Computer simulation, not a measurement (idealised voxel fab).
process module | voxel gate over fins
cross-section cut | 205 nm wide | cells 5 nm
A cross-section is a grid of square cells, given in bands from the top down. A band is one or more rows of cells.
Each band's line starts with the height of the band's top and of its bottom, in nm. Then come its materials from left to right, each with its width in nm. One material with "throughout" fills the band from edge to edge. "air" is empty space.
Height 0 is the level under which the wafer as received is all one material. The lowest band goes on downwards, as in "0 down".
A width such as "30 to 40" changes by the same amount from each row of cells to the next, from the band's top row to its bottom row.
"no change" after a step means that no cell of the cross-section changed.
closed voids: empty space of 8 cells or more with no open way to the top, each as width x height at its distance from the left edge, in nm
after a step's settings: what the simulator itself notes on the step
overlay nm, on a step with a mask: how far to the right of its planned place the mask lay; to the left if negative
plan
1 op RECEIVE | material Si
2 op CONFORMAL_DEP | material SiN | thk nm 10
3 op DIRECTIONAL_DEP | material aC | thk nm 10
4 op PATTERN | tone cover | mask id FINS | material resist | width nm 15 | pitch nm 40 | thk nm 30 | overlay nm 0
5 op DIRECTIONAL_ETCH | etch materials aC | depth nm 10
6 op STRIP | etch materials resist
7 op DIRECTIONAL_ETCH | etch materials SiN | depth nm 10
8 op DIRECTIONAL_ETCH | etch materials Si | depth nm 35
9 op STRIP | etch materials aC
10 op OXIDIZE | depth nm 5
11 op FILL_DEP | material SiO2 | thk nm 10
12 op CMP | height nm 10
13 op SELECTIVE_ETCH | etch materials SiO2 | depth nm 25
14 op STRIP | etch materials SiN
15 op CONFORMAL_DEP | material HfO2 | thk nm 5
16 op CONFORMAL_DEP | material TiN | thk nm 5
17 op CONFORMAL_DEP | material TiAl | thk nm 5
18 op CONFORMAL_DEP | material TiN | thk nm 5
19 op FILL_DEP | material W | thk nm 10
20 op CMP | height nm 25
21 op CONFORMAL_DEP | material SiCN | thk nm 10
varied across the wafers: thk nm of step 18. The plan shows the first wafer's value. All wafers start alike
first wafer as received, after step 1
  0 down: Si throughout
  closed voids: none
each wafer at the end: cells of each material gained (+) or lost (-) since it was received, then its closed voids
thk nm 5 | +59 HfO2 | -304 Si | +82 SiCN | +190 SiO2 | +59 TiAl | +112 TiN | +89 W | closed voids: none
thk nm 10 | +59 HfO2 | -304 Si | +82 SiCN | +190 SiO2 | +59 TiAl | +159 TiN | +42 W | closed voids: none
thk nm 15 | +59 HfO2 | -304 Si | +82 SiCN | +190 SiO2 | +59 TiAl | +177 TiN | +24 W | closed voids: none
thk nm 20 | +59 HfO2 | -304 Si | +82 SiCN | +190 SiO2 | +59 TiAl | +191 TiN | +10 W | closed voids: none
